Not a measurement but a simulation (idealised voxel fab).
process module | voxel self aligned contacts
cross-section cut | 225 nm wide | cells 5 nm
A cross-section is a grid of square cells, given in bands from the top down. A band is one or more rows of cells.
Each band's line starts with the height of the band's top and of its bottom, in nm. Then come its materials from left to right, each with its width in nm. One material with "throughout" fills the band from edge to edge. "air" is empty space.
Height 0 is the level under which the wafer as received is all one material. The lowest band goes on downwards, as in "0 down".
A width such as "30 to 40" changes by the same amount from each row of cells to the next, from the band's top row to its bottom row.
"no change" after a step means that no cell of the cross-section changed.
closed voids: empty space of 8 cells or more with no open way to the top, each as width x height at its distance from the left edge, in nm
after a step's settings: what the simulator itself notes on the step
overlay nm, on a step with a mask: how far to the right of its planned place the mask lay; to the left if negative
plan
1 op RECEIVE | material Si
2 op CONFORMAL_DEP | material SiO2 | thk nm 5
3 op DIRECTIONAL_DEP | material polySi | thk nm 25
4 op DIRECTIONAL_DEP | material SiN | thk nm 15
5 op PATTERN | tone cover | mask id GATE | material resist | width nm 35 | pitch nm 60 | thk nm 15 | overlay nm 0
6 op DIRECTIONAL_ETCH | etch materials SiN | depth nm 15
7 op DIRECTIONAL_ETCH | etch materials polySi | depth nm 25
8 op STRIP | etch materials resist
9 op CONFORMAL_DEP | material SiN | thk nm 5
10 op DIRECTIONAL_ETCH | etch materials SiN | depth nm 5
11 op FILL_DEP | material SiO2 | thk nm 20
12 op CMP | height nm 55
13 op MASKED_ETCH | tone open | mask id CONTACT | width nm 35 | etch materials SiO2 | depth nm 55 | overlay nm 0
14 op CONFORMAL_DEP | material TiN | thk nm 5
15 op FILL_DEP | material Ru | thk nm 5
16 op CMP | height nm 55
17 op CONFORMAL_DEP | material SiN | thk nm 5
as received, after step 1
  0 down: Si throughout
  closed voids: none
a wafer at the end: this start, this plan, one mistake
  60 to 55: SiN throughout
  55 to 45: Ru 90 to 55 | TiN 5 to 40 | SiO2 35 | TiN 5 to 40 | Ru 90 to 55
  45 to 30: Ru 55 | TiN 5 | SiN 45 | SiO2 15 | SiN 45 | TiN 5 | Ru 55
  30 to 5: Ru 55 | TiN 5 | SiN 5 | polySi 35 | SiN 5 | SiO2 15 | SiN 5 | polySi 35 | SiN 5 | TiN 5 | Ru 55
  5 to 0: TiN 60 | SiO2 105 | TiN 60
  0 down: Si throughout
  closed voids: none
what went wrong: step 13 ran as: op MASKED_ETCH | tone cover | mask id CONTACT | width nm 35 | etch materials SiO2 | depth nm 55 | overlay nm 0
